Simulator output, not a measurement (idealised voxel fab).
Process module under the name voxel self aligned vias
The figure presents cross-section cut, which has a width of 175 nm and is divided into square cells with an edge length of 5 nm.
A cross-section is a grid of square cells, given in bands from the top down. A band is one or more rows of cells.
Band entry format. Leading values: height of top, height of bottom, nm. Remainder: materials in left-to-right order, each with its width in nm. Special words: "everywhere" on a single material, which then fills the band edge to edge; "air", empty space.
The reference from which all heights are counted is 0, the level beneath which the as-received wafer is entirely one material; the lowest band, having no lower bound, proceeds downward and is written after the example "0 -> down".
It should be noted that a width expressed as "30->40" varies in equal increments from row to row of cells within the band, taking the value of the first number at the top row and that of the second number at the bottom row.
Step note "remained the same" = no cross-section cell changed.
Look at "Fully closed voids" for the closed voids: empty spaces with no open path to the top, sized 8 cells or up. Each is width x height at distance, distance from the left edge, all nm.
It should be noted that, on the line of a given step, the content following the step's settings is a remark produced by the simulator itself with respect to that step.
The setting "overlay nm" may be written on the line of a step. When the step uses a mask, the value reports how far to the right of the planned place the mask lay, and a negative value reports that it lay to the left.
THE PROCESS STEPS THAT WERE PLANNED ARE LISTED BELOW
1. RECEIVE,material Si
2. CONFORMAL_DEP,material SiO2,thk nm 10
3. CONFORMAL_DEP,material SiCN,thk nm 5
4. DIRECTIONAL_DEP,material lowk,thk nm 30
5. PATTERN,tone open,mask id LINES,material resist,width nm 30,pitch nm 65,thk nm 15,overlay nm 0
6. DIRECTIONAL_ETCH,etch materials lowk,depth nm 30
7. STRIP,etch materials resist
8. CONFORMAL_DEP,material TiN,thk nm 5
9. FILL_DEP,material W,thk nm 10
10. CMP,height nm 45
11. SELECTIVE_ETCH,etch materials W Ru TiN,depth nm 10
12. FILL_DEP,material SiN,thk nm 5
13. CMP,height nm 45
14. DIRECTIONAL_DEP,material lowk,thk nm 20
15. PATTERN,tone open,mask id VIAS,material resist,width nm 40,thk nm 20,overlay nm 0
16. DIRECTIONAL_ETCH,etch materials lowk,depth nm 20
17. DIRECTIONAL_ETCH,etch materials SiN,depth nm 10
18. STRIP,etch materials resist
19. CONFORMAL_DEP,material TiN,thk nm 5
20. FILL_DEP,material Cu,thk nm 10
21. CMP,height nm 65
22. CONFORMAL_DEP,material SiN,thk nm 5
OF TWO WAFERS, THE FIRST: RUN ACCORDING TO PLAN
INCOMING WAFER, CROSS-SECTIONAL VIEW, POST STEP 1
* 0 -> down: Si everywhere
* Fully closed voids: none
UPON COMPLETION OF STEP 2, THE WAFER APPEARS IN CROSS-SECTION AS SHOWN
* 10 -> 0: SiO2 everywhere
* Lower than 0, everything is as it was.
UPON COMPLETION OF STEP 3, THE WAFER APPEARS IN CROSS-SECTION AS SHOWN
* 15 -> 10: SiCN everywhere
* Lower than 10, everything is as it was.
UPON COMPLETION OF STEP 4, THE WAFER APPEARS IN CROSS-SECTION AS SHOWN
* 45 -> 15: lowk everywhere
* Lower than 15, everything is as it was.
UPON COMPLETION OF STEP 5, THE WAFER APPEARS IN CROSS-SECTION AS SHOWN
* 60 -> 45: 40 nm resist  30 nm air  35 nm resist  30 nm air  40 nm resist
* Lower than 45, everything is as it was.
UPON COMPLETION OF STEP 6, THE WAFER APPEARS IN CROSS-SECTION AS SHOWN
* 60 -> 45: 40 nm resist  30 nm air  35 nm resist  30 nm air  40 nm resist
* 45 -> 15: 40 nm lowk  30 nm air  35 nm lowk  30 nm air  40 nm lowk
* Lower than 15, everything is as it was.
UPON COMPLETION OF STEP 7, THE WAFER APPEARS IN CROSS-SECTION AS SHOWN
* 45 -> 15: 40 nm lowk  30 nm air  35 nm lowk  30 nm air  40 nm lowk
* Lower than 15, everything is as it was.
UPON COMPLETION OF STEP 8, THE WAFER APPEARS IN CROSS-SECTION AS SHOWN
* 50 -> 45: 45 nm TiN  20 nm air  45 nm TiN  20 nm air  45 nm TiN
* 45 -> 20: 40 nm lowk  5 nm TiN  20 nm air  5 nm TiN  35 nm lowk  5 nm TiN  20 nm air  5 nm TiN  40 nm lowk
* 20 -> 15: 40 nm lowk  30 nm TiN  35 nm lowk  30 nm TiN  40 nm lowk
* Lower than 15, everything is as it was.
UPON COMPLETION OF STEP 9, THE WAFER APPEARS IN CROSS-SECTION AS SHOWN
* 60 -> 50: W everywhere
* 50 -> 45: 45 nm TiN  20 nm W  45 nm TiN  20 nm W  45 nm TiN
* 45 -> 20: 40 nm lowk  5 nm TiN  20 nm W  5 nm TiN  35 nm lowk  5 nm TiN  20 nm W  5 nm TiN  40 nm lowk
* Lower than 20, everything is as it was.
UPON COMPLETION OF STEP 10, THE WAFER APPEARS IN CROSS-SECTION AS SHOWN
* 45 -> 20: 40 nm lowk  5 nm TiN  20 nm W  5 nm TiN  35 nm lowk  5 nm TiN  20 nm W  5 nm TiN  40 nm lowk
* Lower than 20, everything is as it was.
UPON COMPLETION OF STEP 11, THE WAFER APPEARS IN CROSS-SECTION AS SHOWN
* 45 -> 35: 40 nm lowk  30 nm air  35 nm lowk  30 nm air  40 nm lowk
* Lower than 35, everything is as it was.
UPON COMPLETION OF STEP 12, THE WAFER APPEARS IN CROSS-SECTION AS SHOWN
* 50 -> 45: SiN everywhere
* 45 -> 35: 40 nm lowk  30 nm SiN  35 nm lowk  30 nm SiN  40 nm lowk
* Lower than 35, everything is as it was.
UPON COMPLETION OF STEP 13, THE WAFER APPEARS IN CROSS-SECTION AS SHOWN
* 45 -> 35: 40 nm lowk  30 nm SiN  35 nm lowk  30 nm SiN  40 nm lowk
* Lower than 35, everything is as it was.
UPON COMPLETION OF STEP 14, THE WAFER APPEARS IN CROSS-SECTION AS SHOWN
* 65 -> 45: lowk everywhere
* Lower than 45, everything is as it was.
UPON COMPLETION OF STEP 15, THE WAFER APPEARS IN CROSS-SECTION AS SHOWN
* 85 -> 65: 35 nm resist  40 nm air  100 nm resist
* Lower than 65, everything is as it was.
UPON COMPLETION OF STEP 16, THE WAFER APPEARS IN CROSS-SECTION AS SHOWN
* 85 -> 65: 35 nm resist  40 nm air  100 nm resist
* 65 -> 45: 35 nm lowk  40 nm air  100 nm lowk
* Lower than 45, everything is as it was.
UPON COMPLETION OF STEP 17, THE WAFER APPEARS IN CROSS-SECTION AS SHOWN
* 85 -> 65: 35 nm resist  40 nm air  100 nm resist
* 65 -> 45: 35 nm lowk  40 nm air  100 nm lowk
* 45 -> 35: 40 nm lowk  30 nm air  35 nm lowk  30 nm SiN  40 nm lowk
* Lower than 35, everything is as it was.
UPON COMPLETION OF STEP 18, THE WAFER APPEARS IN CROSS-SECTION AS SHOWN
* 65 -> 45: 35 nm lowk  40 nm air  100 nm lowk
* Lower than 45, everything is as it was.
UPON COMPLETION OF STEP 19, THE WAFER APPEARS IN CROSS-SECTION AS SHOWN
* 70 -> 65: 40 nm TiN  30 nm air  105 nm TiN
* 65 -> 50: 35 nm lowk  5 nm TiN  30 nm air  5 nm TiN  100 nm lowk
* 50 -> 45: 35 nm lowk  10 nm TiN  20 nm air  10 nm TiN  100 nm lowk
* 45 -> 40: 40 nm lowk  5 nm TiN  20 nm air  5 nm TiN  35 nm lowk  30 nm SiN  40 nm lowk
* 40 -> 35: 40 nm lowk  30 nm TiN  35 nm lowk  30 nm SiN  40 nm lowk
* Lower than 35, everything is as it was.
UPON COMPLETION OF STEP 20, THE WAFER APPEARS IN CROSS-SECTION AS SHOWN
* 80 -> 70: Cu everywhere
* 70 -> 65: 40 nm TiN  30 nm Cu  105 nm TiN
* 65 -> 50: 35 nm lowk  5 nm TiN  30 nm Cu  5 nm TiN  100 nm lowk
* 50 -> 45: 35 nm lowk  10 nm TiN  20 nm Cu  10 nm TiN  100 nm lowk
* 45 -> 40: 40 nm lowk  5 nm TiN  20 nm Cu  5 nm TiN  35 nm lowk  30 nm SiN  40 nm lowk
* Lower than 40, everything is as it was.
UPON COMPLETION OF STEP 21, THE WAFER APPEARS IN CROSS-SECTION AS SHOWN
* 65 -> 50: 35 nm lowk  5 nm TiN  30 nm Cu  5 nm TiN  100 nm lowk
* Lower than 50, everything is as it was.
UPON COMPLETION OF STEP 22, THE WAFER APPEARS IN CROSS-SECTION AS SHOWN
* 70 -> 65: SiN everywhere
* Lower than 65, everything is as it was.
SECOND WAFER. START AND PLAN AS FOR THE FIRST. ONE MISTAKE MADE IN RUNNING. AGREES WITH THE FIRST UP TO AND INCLUDING STEP 4
AT THE PLANNED END OF STEP 5, THE SECOND WAFER IN CROSS-SECTION
* 60 -> 45: 30 nm resist  30 nm air  35 nm resist  30 nm air  50 nm resist
* Lower than 45, everything is as it was.
AT THE PLANNED END OF STEP 6, THE SECOND WAFER IN CROSS-SECTION
* 60 -> 45: 30 nm resist  30 nm air  35 nm resist  30 nm air  50 nm resist
* 45 -> 15: 30 nm lowk  30 nm air  35 nm lowk  30 nm air  50 nm lowk
* Lower than 15, everything is as it was.
AT THE PLANNED END OF STEP 7, THE SECOND WAFER IN CROSS-SECTION
* 45 -> 15: 30 nm lowk  30 nm air  35 nm lowk  30 nm air  50 nm lowk
* Lower than 15, everything is as it was.
AT THE PLANNED END OF STEP 8, THE SECOND WAFER IN CROSS-SECTION
* 50 -> 45: 35 nm TiN  20 nm air  45 nm TiN  20 nm air  55 nm TiN
* 45 -> 20: 30 nm lowk  5 nm TiN  20 nm air  5 nm TiN  35 nm lowk  5 nm TiN  20 nm air  5 nm TiN  50 nm lowk
* 20 -> 15: 30 nm lowk  30 nm TiN  35 nm lowk  30 nm TiN  50 nm lowk
* Lower than 15, everything is as it was.
AT THE PLANNED END OF STEP 9, THE SECOND WAFER IN CROSS-SECTION
* 60 -> 50: W everywhere
* 50 -> 45: 35 nm TiN  20 nm W  45 nm TiN  20 nm W  55 nm TiN
* 45 -> 20: 30 nm lowk  5 nm TiN  20 nm W  5 nm TiN  35 nm lowk  5 nm TiN  20 nm W  5 nm TiN  50 nm lowk
* Lower than 20, everything is as it was.
AT THE PLANNED END OF STEP 10, THE SECOND WAFER IN CROSS-SECTION
* 45 -> 20: 30 nm lowk  5 nm TiN  20 nm W  5 nm TiN  35 nm lowk  5 nm TiN  20 nm W  5 nm TiN  50 nm lowk
* Lower than 20, everything is as it was.
AT THE PLANNED END OF STEP 11, THE SECOND WAFER IN CROSS-SECTION
* 45 -> 35: 30 nm lowk  30 nm air  35 nm lowk  30 nm air  50 nm lowk
* Lower than 35, everything is as it was.
AT THE PLANNED END OF STEP 12, THE SECOND WAFER IN CROSS-SECTION
* 50 -> 45: SiN everywhere
* 45 -> 35: 30 nm lowk  30 nm SiN  35 nm lowk  30 nm SiN  50 nm lowk
* Lower than 35, everything is as it was.
AT THE PLANNED END OF STEP 13, THE SECOND WAFER IN CROSS-SECTION
* 45 -> 35: 30 nm lowk  30 nm SiN  35 nm lowk  30 nm SiN  50 nm lowk
* Lower than 35, everything is as it was.
AT THE PLANNED END OF STEP 14, THE SECOND WAFER IN CROSS-SECTION
* 65 -> 45: lowk everywhere
* Lower than 45, everything is as it was.
AT THE PLANNED END OF STEP 15, THE SECOND WAFER IN CROSS-SECTION
* 85 -> 65: 35 nm resist  40 nm air  100 nm resist
* Lower than 65, everything is as it was.
AT THE PLANNED END OF STEP 16, THE SECOND WAFER IN CROSS-SECTION
* 85 -> 65: 35 nm resist  40 nm air  100 nm resist
* 65 -> 45: 35 nm lowk  40 nm air  100 nm lowk
* Lower than 45, everything is as it was.
AT THE PLANNED END OF STEP 17, THE SECOND WAFER IN CROSS-SECTION
* 85 -> 65: 35 nm resist  40 nm air  100 nm resist
* 65 -> 45: 35 nm lowk  40 nm air  100 nm lowk
* 45 -> 35: 30 nm lowk  5 nm SiN  25 nm air  35 nm lowk  30 nm SiN  50 nm lowk
* Lower than 35, everything is as it was.
AT THE PLANNED END OF STEP 18, THE SECOND WAFER IN CROSS-SECTION
* 65 -> 45: 35 nm lowk  40 nm air  100 nm lowk
* Lower than 45, everything is as it was.
AT THE PLANNED END OF STEP 19, THE SECOND WAFER IN CROSS-SECTION
* 70 -> 65: 40 nm TiN  30 nm air  105 nm TiN
* 65 -> 50: 35 nm lowk  5 nm TiN  30 nm air  5 nm TiN  100 nm lowk
* 50 -> 45: 35 nm lowk  5 nm TiN  15 nm air  20 nm TiN  100 nm lowk
* 45 -> 40: 30 nm lowk  5 nm SiN  5 nm TiN  15 nm air  5 nm TiN  35 nm lowk  30 nm SiN  50 nm lowk
* 40 -> 35: 30 nm lowk  5 nm SiN  25 nm TiN  35 nm lowk  30 nm SiN  50 nm lowk
* Lower than 35, everything is as it was.
AT THE PLANNED END OF STEP 20, THE SECOND WAFER IN CROSS-SECTION
* 80 -> 70: Cu everywhere
* 70 -> 65: 40 nm TiN  30 nm Cu  105 nm TiN
* 65 -> 50: 35 nm lowk  5 nm TiN  30 nm Cu  5 nm TiN  100 nm lowk
* 50 -> 45: 35 nm lowk  5 nm TiN  15 nm Cu  20 nm TiN  100 nm lowk
* 45 -> 40: 30 nm lowk  5 nm SiN  5 nm TiN  15 nm Cu  5 nm TiN  35 nm lowk  30 nm SiN  50 nm lowk
* Lower than 40, everything is as it was.
AT THE PLANNED END OF STEP 21, THE SECOND WAFER IN CROSS-SECTION
* 65 -> 50: 35 nm lowk  5 nm TiN  30 nm Cu  5 nm TiN  100 nm lowk
* Lower than 50, everything is as it was.
AT THE PLANNED END OF STEP 22, THE SECOND WAFER IN CROSS-SECTION
* 70 -> 65: SiN everywhere
* Lower than 65, everything is as it was.
What broke from the plan during processing? step 5 went in with a setting other than planned; the actual run was PATTERN,tone open,mask id LINES,material resist,width nm 30,pitch nm 65,thk nm 15,overlay nm -10
at the end the second wafer has, in cells: Cu -2; SiN +2
